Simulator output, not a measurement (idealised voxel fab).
Process module in this document: voxel transistor to metal
FYI the section here is cut, 300 nm wide, cells are 5 nm squares.
Cross-sections here: square-cell grids, written as top-down lists of bands, a band being one or more rows of cells. Band entry format. Leading values: height of top, height of bottom, nm. Remainder: materials in left-to-right order, each with its width in nm. Special words: "all across" on a single material, which then fills the band edge to edge; "air", empty space. Heads up on the height convention: 0 is the point under which the incoming wafer is all one material, and the lowest band has no bottom, it just keeps going down, like "0 and below". Quick explanation for "30->40": the width changes in equal steps down the rows of cells, from the first number in the band's top row to the second number in its bottom row. It should be understood that the words "nothing altered", when stated for a given step, signify that the cross-section underwent no change in any of its cells during that step. The entry titled "Enclosed internal cavities" provides the empty spaces that have no open way to the top, restricted to those of 8 cells or more. Each is presented as width x height at distance, the distance being measured from the left edge, with all three in nm. Step line, after settings: the simulator's comment on this step. Among the settings permitted on a step's line is "overlay nm"; applied to a step with a mask, it specifies the extent to which the mask lay to the right of its planned position, whereas a negative figure signifies a position to the left. Pairs ahead. Before: cross-section ahead of one process step. After: cross-section once the step is done, shown to the lowest changed band only. Under each pair: that step, with settings. Caution: pairs may come from different runs of this module on the same starting wafer; a pair follows the pair above only where its "Pre-step snapshot" entry says so.
Pre-step snapshot
60 down to 40: air 25 | W 20 | air 65 | W 20 | air 35 | W 20 | air 65 | W 20 | air 30
40 down to 35: air 25 | TiN 20 | air 65 | TiN 20 | air 35 | TiN 20 | air 65 | TiN 20 | air 30
35 down to 25: W 20 | TiN 5 | SiO2 20 | TiN 5 | W 55 | TiN 5 | SiO2 20 | TiN 5 | W 25 | TiN 5 | SiO2 20 | TiN 5 | W 55 | TiN 5 | SiO2 20 | TiN 5 | W 25
25 down to 20: W 20 | TiN 5 | SiO2 20 | TiN 65 | SiO2 20 | TiN 5 | W 25 | TiN 5 | SiO2 20 | TiN 65 | SiO2 20 | TiN 5 | W 25
20 down to 0: W 20 | TiN 5 | SiO2 20 | SiN 10 | HfO2 5 | TiN 5 | W 25 | TiN 5 | HfO2 5 | SiN 10 | SiO2 20 | TiN 5 | W 25 | TiN 5 | SiO2 20 | SiN 10 | HfO2 5 | TiN 5 | W 25 | TiN 5 | HfO2 5 | SiN 10 | SiO2 20 | TiN 5 | W 25
0 down to -5: W 20 | TiN 5 | SiO2 10 | nSi 10 | SiN 10 | HfO2 5 | TiN 35 | HfO2 5 | SiN 10 | nSi 10 | SiO2 10 | TiN 5 | W 25 | TiN 5 | SiO2 10 | nSi 10 | SiN 10 | HfO2 5 | TiN 35 | HfO2 5 | SiN 10 | nSi 10 | SiO2 10 | TiN 5 | W 25
-5 down to -10: TiN 25 | SiO2 10 | nSi 10 | SiO2 10 | HfO2 45 | SiO2 10 | nSi 10 | SiO2 10 | TiN 35 | SiO2 10 | nSi 10 | SiO2 10 | HfO2 45 | SiO2 10 | nSi 10 | SiO2 10 | TiN 30
-10 down to -20: SiO2 25 | nSi 20 | Si 65 | nSi 20 | SiO2 35 | nSi 20 | Si 65 | nSi 20 | SiO2 30
-20 down to -45: SiO2 25 | Si 105 | SiO2 35 | Si 105 | SiO2 30
-45 and below: Si all across
Enclosed internal cavities: none
Resultant Cross-Section
70 down to 60: lowk all across
60 down to 40: lowk 25 | W 20 | lowk 65 | W 20 | lowk 35 | W 20 | lowk 65 | W 20 | lowk 30
40 down to 35: lowk 25 | TiN 20 | lowk 65 | TiN 20 | lowk 35 | TiN 20 | lowk 65 | TiN 20 | lowk 30
Heights below 35 show no change.
Enclosed internal cavities: none
Between the cross-sections above, the step performed was FILL_DEP [material lowk] [thk nm 10]
Pre-step snapshot: The prior state of this step coincides with the post-step cross-section of the pair just above.
Resultant Cross-Section
60 down to 40: lowk 25 | W 20 | lowk 65 | W 20 | lowk 35 | W 20 | lowk 65 | W 20 | lowk 30
Heights below 40 show no change.
Enclosed internal cavities: none
Between the cross-sections above, the step performed was CMP [height nm 60]
Pre-step snapshot: The prior state of this step coincides with the post-step cross-section of the pair just above.
Resultant Cross-Section
65 down to 60: SiN all across
Heights below 60 show no change.
Enclosed internal cavities: none
Between the cross-sections above, the step performed was CONFORMAL_DEP [material SiN] [thk nm 5]
